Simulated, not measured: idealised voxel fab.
process module | voxel lift off
cross-section cut | 165 nm wide | cells 5 nm
A cross-section is a grid of square cells, given in bands from the top down. A band is one or more rows of cells.
Each band's line starts with the height of the band's top and of its bottom, in nm. Then come its materials from left to right, each with its width in nm. One material with "throughout" fills the band from edge to edge. "air" is empty space.
Height 0 is the level under which the wafer as received is all one material. The lowest band goes on downwards, as in "0 down".
A width such as "30 to 40" changes by the same amount from each row of cells to the next, from the band's top row to its bottom row.
"no change" after a step means that no cell of the cross-section changed.
closed voids: empty space of 8 cells or more with no open way to the top, each as width x height at its distance from the left edge, in nm
after a step's settings: what the simulator itself notes on the step
overlay nm, on a step with a mask: how far to the right of its planned place the mask lay; to the left if negative
plan
1 op RECEIVE | material Si
2 op CONFORMAL_DEP | material Al2O3 | thk nm 5
3 op PATTERN | tone open | mask id LINES | material resist | width nm 30 | pitch nm 45 | thk nm 15 | overlay nm 0
4 op DIRECTIONAL_DEP | material Ru | thk nm 5
5 op STRIP | etch materials resist
6 op CONFORMAL_DEP | material SiN | thk nm 5
as received, after step 1
  0 down: Si throughout
  closed voids: none
first wafer at the end, as planned
  15 to 10: air 15 | SiN 40 | air 5 | SiN 40 | air 5 | SiN 40 | air 20
  10 to 5: SiN 20 | Ru 30 | SiN 15 | Ru 30 | SiN 15 | Ru 30 | SiN 25
  5 to 0: Al2O3 throughout
  0 down: Si throughout
  closed voids: none
second wafer at the end: like start, like plan, one mistake
  25 to 20: air 5 | SiN 150 | air 10
  20 to 10: SiN throughout
  10 to 5: SiN 20 | Ru 30 | SiN 15 | Ru 30 | SiN 15 | Ru 30 | SiN 25
  5 to 0: Al2O3 throughout
  0 down: Si throughout
  closed voids: none
what went wrong: step 6 ran as: op CONFORMAL_DEP | material SiN | thk nm 15
at the end the second wafer has, in cells: 72 more of SiN
